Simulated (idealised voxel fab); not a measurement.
voxel gate over fins: a process module
In the cross-section labelled cut, the width is 190 nm and each square cell is 5 nm.
Cross-section spec: square-cell grid; bands listed top down; each band is one or more rows.
Each band's line starts with the height of the band's top and of its bottom, in nm. Then come its materials from left to right, each with its width in nm. One material with "throughout" fills the band from edge to edge. "air" is empty space.
Heads up on the height convention: 0 is the point under which the incoming wafer is all one material, and the lowest band has no bottom, it just keeps going down, like "z 0 and below".
The width entry "30..40" should be interpreted row by row: the top row of cells in the band takes the first number, the bottom row takes the second number, and the change between adjacent rows is uniform throughout.
"all unchanged" -> step changed no cross-section cell.
You'll see "Sealed internal cavities" listing empty spaces that have no way open to the top, as long as they're 8 cells or more; the notation is width x height at distance, where the distance is from the left edge, and all of it is in nm.
On a step's line, text after the settings is the simulator commenting on that step.
The setting "overlay nm" may be written on the line of a step. When the step uses a mask, the value reports how far to the right of the planned place the mask lay, and a negative value reports that it lay to the left.
Plan:
1) RECEIVE [material Si]
2) CONFORMAL_DEP [material SiN] [thk nm 10]
3) PATTERN [tone cover] [mask id FINS] [material resist] [width nm 15] [pitch nm 50] [thk nm 20] [overlay nm 0]
4) DIRECTIONAL_ETCH [etch materials SiN] [depth nm 10]
5) DIRECTIONAL_ETCH [etch materials Si] [depth nm 30]
6) STRIP [etch materials resist]
7) FILL_DEP [material SiO2] [thk nm 5]
8) CMP [height nm 10]
9) PATTERN [tone open] [mask id RAIL] [material resist] [width nm 15] [thk nm 15] [overlay nm 0]
10) DIRECTIONAL_ETCH [etch materials SiO2] [depth nm 35]
11) STRIP [etch materials resist]
12) CONFORMAL_DEP [material TiN] [thk nm 5]
13) FILL_DEP [material Ru] [thk nm 5]
14) CMP [height nm 10]
15) SELECTIVE_ETCH [etch materials W Ru TiN] [depth nm 25]
16) FILL_DEP [material SiO2] [thk nm 5]
17) CMP [height nm 10]
18) SELECTIVE_ETCH [etch materials SiO2] [depth nm 20]
19) STRIP [etch materials SiN]
20) CONFORMAL_DEP [material HfO2] [thk nm 5]
21) CONFORMAL_DEP [material TiN] [thk nm 5]
22) FILL_DEP [material W] [thk nm 10]
23) CMP [height nm 15]
24) CONFORMAL_DEP [material SiCN] [thk nm 10]
The first of the two wafers, which ran as planned:
Wafer at receipt (post step 1), cross-section:
- z 0 and below: Si throughout
- Sealed internal cavities: none
The wafer in cross-section once step 2 is complete:
- z 10 to 0: SiN throughout
- For the remainder of the cross-section, below 0, there is no change.
The wafer in cross-section once step 3 is complete:
- z 30 to 10: air 60, resist 15, air 35, resist 15, air 65
- For the remainder of the cross-section, below 10, there is no change.
The wafer in cross-section once step 4 is complete:
- z 30 to 10: air 60, resist 15, air 35, resist 15, air 65
- z 10 to 0: air 60, SiN 15, air 35, SiN 15, air 65
- For the remainder of the cross-section, below 0, there is no change.
The wafer in cross-section once step 5 is complete:
- z 30 to 10: air 60, resist 15, air 35, resist 15, air 65
- z 10 to 0: air 60, SiN 15, air 35, SiN 15, air 65
- z 0 to -30: air 60, Si 15, air 35, Si 15, air 65
- For the remainder of the cross-section, below -30, there is no change.
The wafer in cross-section once step 6 is complete:
- z 10 to 0: air 60, SiN 15, air 35, SiN 15, air 65
- For the remainder of the cross-section, below 0, there is no change.
The wafer in cross-section once step 7 is complete:
- z 15 to 10: SiO2 throughout
- z 10 to 0: SiO2 60, SiN 15, SiO2 35, SiN 15, SiO2 65
- z 0 to -30: SiO2 60, Si 15, SiO2 35, Si 15, SiO2 65
- For the remainder of the cross-section, below -30, there is no change.
The wafer in cross-section once step 8 is complete:
- z 10 to 0: SiO2 60, SiN 15, SiO2 35, SiN 15, SiO2 65
- For the remainder of the cross-section, below 0, there is no change.
The wafer in cross-section once step 9 is complete:
- z 25 to 10: resist 85, air 15, resist 90
- For the remainder of the cross-section, below 10, there is no change.
The wafer in cross-section once step 10 is complete:
- z 25 to 10: resist 85, air 15, resist 90
- z 10 to 0: SiO2 60, SiN 15, SiO2 10, air 15, SiO2 10, SiN 15, SiO2 65
- z 0 to -25: SiO2 60, Si 15, SiO2 10, air 15, SiO2 10, Si 15, SiO2 65
- For the remainder of the cross-section, below -25, there is no change.
The wafer in cross-section once step 11 is complete:
- z 10 to 0: SiO2 60, SiN 15, SiO2 10, air 15, SiO2 10, SiN 15, SiO2 65
- For the remainder of the cross-section, below 0, there is no change.
The wafer in cross-section once step 12 is complete:
- z 15 to 10: TiN 90, air 5, TiN 95
- z 10 to 0: SiO2 60, SiN 15, SiO2 10, TiN 5, air 5, TiN 5, SiO2 10, SiN 15, SiO2 65
- z 0 to -20: SiO2 60, Si 15, SiO2 10, TiN 5, air 5, TiN 5, SiO2 10, Si 15, SiO2 65
- z -20 to -25: SiO2 60, Si 15, SiO2 10, TiN 15, SiO2 10, Si 15, SiO2 65
- For the remainder of the cross-section, below -25, there is no change.
The wafer in cross-section once step 13 is complete:
- z 20 to 15: Ru throughout
- z 15 to 10: TiN 90, Ru 5, TiN 95
- z 10 to 0: SiO2 60, SiN 15, SiO2 10, TiN 5, Ru 5, TiN 5, SiO2 10, SiN 15, SiO2 65
- z 0 to -20: SiO2 60, Si 15, SiO2 10, TiN 5, Ru 5, TiN 5, SiO2 10, Si 15, SiO2 65
- For the remainder of the cross-section, below -20, there is no change.
The wafer in cross-section once step 14 is complete:
- z 10 to 0: SiO2 60, SiN 15, SiO2 10, TiN 5, Ru 5, TiN 5, SiO2 10, SiN 15, SiO2 65
- For the remainder of the cross-section, below 0, there is no change.
The wafer in cross-section once step 15 is complete:
- z 10 to 0: SiO2 60, SiN 15, SiO2 10, air 15, SiO2 10, SiN 15, SiO2 65
- z 0 to -15: SiO2 60, Si 15, SiO2 10, air 15, SiO2 10, Si 15, SiO2 65
- For the remainder of the cross-section, below -15, there is no change.
The wafer in cross-section once step 16 is complete:
- z 15 to 10: SiO2 throughout
- z 10 to 0: SiO2 60, SiN 15, SiO2 35, SiN 15, SiO2 65
- z 0 to -15: SiO2 60, Si 15, SiO2 35, Si 15, SiO2 65
- For the remainder of the cross-section, below -15, there is no change.
The wafer in cross-section once step 17 is complete:
- z 10 to 0: SiO2 60, SiN 15, SiO2 35, SiN 15, SiO2 65
- For the remainder of the cross-section, below 0, there is no change.
The wafer in cross-section once step 18 is complete:
- z 10 to 0: air 60, SiN 15, air 35, SiN 15, air 65
- z 0 to -10: air 60, Si 15, air 35, Si 15, air 65
- For the remainder of the cross-section, below -10, there is no change.
The wafer in cross-section once step 19 is complete:
- z 0 to -10: air 60, Si 15, air 35, Si 15, air 65
- For the remainder of the cross-section, below -10, there is no change.
The wafer in cross-section once step 20 is complete:
- z 5 to 0: air 55, HfO2 25, air 25, HfO2 25, air 60
- z 0 to -5: air 55, HfO2 5, Si 15, HfO2 5, air 25, HfO2 5, Si 15, HfO2 5, air 60
- z -5 to -10: HfO2 60, Si 15, HfO2 35, Si 15, HfO2 65
- For the remainder of the cross-section, below -10, there is no change.
The wafer in cross-section once step 21 is complete:
- z 10 to 5: air 50, TiN 35, air 15, TiN 35, air 55
- z 5 to 0: air 50, TiN 5, HfO2 25, TiN 5, air 15, TiN 5, HfO2 25, TiN 5, air 55
- z 0 to -5: TiN 55, HfO2 5, Si 15, HfO2 5, TiN 25, HfO2 5, Si 15, HfO2 5, TiN 60
- For the remainder of the cross-section, below -5, there is no change.
The wafer in cross-section once step 22 is complete:
- z 20 to 10: W throughout
- z 10 to 5: W 50, TiN 35, W 15, TiN 35, W 55
- z 5 to 0: W 50, TiN 5, HfO2 25, TiN 5, W 15, TiN 5, HfO2 25, TiN 5, W 55
- For the remainder of the cross-section, below 0, there is no change.
The wafer in cross-section once step 23 is complete:
- z 15 to 10: W throughout
- For the remainder of the cross-section, below 10, there is no change.
The wafer in cross-section once step 24 is complete:
- z 25 to 15: SiCN throughout
- For the remainder of the cross-section, below 15, there is no change.
Second wafer - shared start and plan with the first - one error in running - same as the first up to step 4 inclusive:
Cross-section of the second wafer corresponding to the planned conclusion of step 5:
- z 30 to 10: air 60, resist 15, air 35, resist 15, air 65
- z 10 to 0: air 60, SiN 15, air 35, SiN 15, air 65
- z 0 to -60: air 60, Si 15, air 35, Si 15, air 65
- For the remainder of the cross-section, below -60, there is no change.
Cross-section of the second wafer corresponding to the planned conclusion of step 6:
- z 10 to 0: air 60, SiN 15, air 35, SiN 15, air 65
- For the remainder of the cross-section, below 0, there is no change.
Cross-section of the second wafer corresponding to the planned conclusion of step 7:
- z 15 to 10: SiO2 throughout
- z 10 to 0: SiO2 60, SiN 15, SiO2 35, SiN 15, SiO2 65
- z 0 to -60: SiO2 60, Si 15, SiO2 35, Si 15, SiO2 65
- For the remainder of the cross-section, below -60, there is no change.
Cross-section of the second wafer corresponding to the planned conclusion of step 8:
- z 10 to 0: SiO2 60, SiN 15, SiO2 35, SiN 15, SiO2 65
- For the remainder of the cross-section, below 0, there is no change.
Cross-section of the second wafer corresponding to the planned conclusion of step 9:
- z 25 to 10: resist 85, air 15, resist 90
- For the remainder of the cross-section, below 10, there is no change.
Cross-section of the second wafer corresponding to the planned conclusion of step 10:
- z 25 to 10: resist 85, air 15, resist 90
- z 10 to 0: SiO2 60, SiN 15, SiO2 10, air 15, SiO2 10, SiN 15, SiO2 65
- z 0 to -25: SiO2 60, Si 15, SiO2 10, air 15, SiO2 10, Si 15, SiO2 65
- For the remainder of the cross-section, below -25, there is no change.
Cross-section of the second wafer corresponding to the planned conclusion of step 11:
- z 10 to 0: SiO2 60, SiN 15, SiO2 10, air 15, SiO2 10, SiN 15, SiO2 65
- For the remainder of the cross-section, below 0, there is no change.
Cross-section of the second wafer corresponding to the planned conclusion of step 12:
- z 15 to 10: TiN 90, air 5, TiN 95
- z 10 to 0: SiO2 60, SiN 15, SiO2 10, TiN 5, air 5, TiN 5, SiO2 10, SiN 15, SiO2 65
- z 0 to -20: SiO2 60, Si 15, SiO2 10, TiN 5, air 5, TiN 5, SiO2 10, Si 15, SiO2 65
- z -20 to -25: SiO2 60, Si 15, SiO2 10, TiN 15, SiO2 10, Si 15, SiO2 65
- For the remainder of the cross-section, below -25, there is no change.
Cross-section of the second wafer corresponding to the planned conclusion of step 13:
- z 20 to 15: Ru throughout
- z 15 to 10: TiN 90, Ru 5, TiN 95
- z 10 to 0: SiO2 60, SiN 15, SiO2 10, TiN 5, Ru 5, TiN 5, SiO2 10, SiN 15, SiO2 65
- z 0 to -20: SiO2 60, Si 15, SiO2 10, TiN 5, Ru 5, TiN 5, SiO2 10, Si 15, SiO2 65
- For the remainder of the cross-section, below -20, there is no change.
Cross-section of the second wafer corresponding to the planned conclusion of step 14:
- z 10 to 0: SiO2 60, SiN 15, SiO2 10, TiN 5, Ru 5, TiN 5, SiO2 10, SiN 15, SiO2 65
- For the remainder of the cross-section, below 0, there is no change.
Cross-section of the second wafer corresponding to the planned conclusion of step 15:
- z 10 to 0: SiO2 60, SiN 15, SiO2 10, air 15, SiO2 10, SiN 15, SiO2 65
- z 0 to -15: SiO2 60, Si 15, SiO2 10, air 15, SiO2 10, Si 15, SiO2 65
- For the remainder of the cross-section, below -15, there is no change.
Cross-section of the second wafer corresponding to the planned conclusion of step 16:
- z 15 to 10: SiO2 throughout
- z 10 to 0: SiO2 60, SiN 15, SiO2 35, SiN 15, SiO2 65
- z 0 to -15: SiO2 60, Si 15, SiO2 35, Si 15, SiO2 65
- For the remainder of the cross-section, below -15, there is no change.
Cross-section of the second wafer corresponding to the planned conclusion of step 17:
- z 10 to 0: SiO2 60, SiN 15, SiO2 35, SiN 15, SiO2 65
- For the remainder of the cross-section, below 0, there is no change.
Cross-section of the second wafer corresponding to the planned conclusion of step 18:
- z 10 to 0: air 60, SiN 15, air 35, SiN 15, air 65
- z 0 to -10: air 60, Si 15, air 35, Si 15, air 65
- For the remainder of the cross-section, below -10, there is no change.
Cross-section of the second wafer corresponding to the planned conclusion of step 19:
- z 0 to -10: air 60, Si 15, air 35, Si 15, air 65
- For the remainder of the cross-section, below -10, there is no change.
Cross-section of the second wafer corresponding to the planned conclusion of step 20:
- z 5 to 0: air 55, HfO2 25, air 25, HfO2 25, air 60
- z 0 to -5: air 55, HfO2 5, Si 15, HfO2 5, air 25, HfO2 5, Si 15, HfO2 5, air 60
- z -5 to -10: HfO2 60, Si 15, HfO2 35, Si 15, HfO2 65
- For the remainder of the cross-section, below -10, there is no change.
Cross-section of the second wafer corresponding to the planned conclusion of step 21:
- z 10 to 5: air 50, TiN 35, air 15, TiN 35, air 55
- z 5 to 0: air 50, TiN 5, HfO2 25, TiN 5, air 15, TiN 5, HfO2 25, TiN 5, air 55
- z 0 to -5: TiN 55, HfO2 5, Si 15, HfO2 5, TiN 25, HfO2 5, Si 15, HfO2 5, TiN 60
- For the remainder of the cross-section, below -5, there is no change.
Cross-section of the second wafer corresponding to the planned conclusion of step 22:
- z 20 to 10: W throughout
- z 10 to 5: W 50, TiN 35, W 15, TiN 35, W 55
- z 5 to 0: W 50, TiN 5, HfO2 25, TiN 5, W 15, TiN 5, HfO2 25, TiN 5, W 55
- For the remainder of the cross-section, below 0, there is no change.
Cross-section of the second wafer corresponding to the planned conclusion of step 23:
- z 15 to 10: W throughout
- For the remainder of the cross-section, below 10, there is no change.
Cross-section of the second wafer corresponding to the planned conclusion of step 24:
- z 25 to 15: SiCN throughout
- For the remainder of the cross-section, below 15, there is no change.
It is concluded that the wafer was processed incorrectly with respect to the plan, in that execution of plan step 5 occurred twice
Counted in cells at the end, the second wafer holds more or fewer of these materials than the first: Si: 192 fewer | SiO2: 192 more
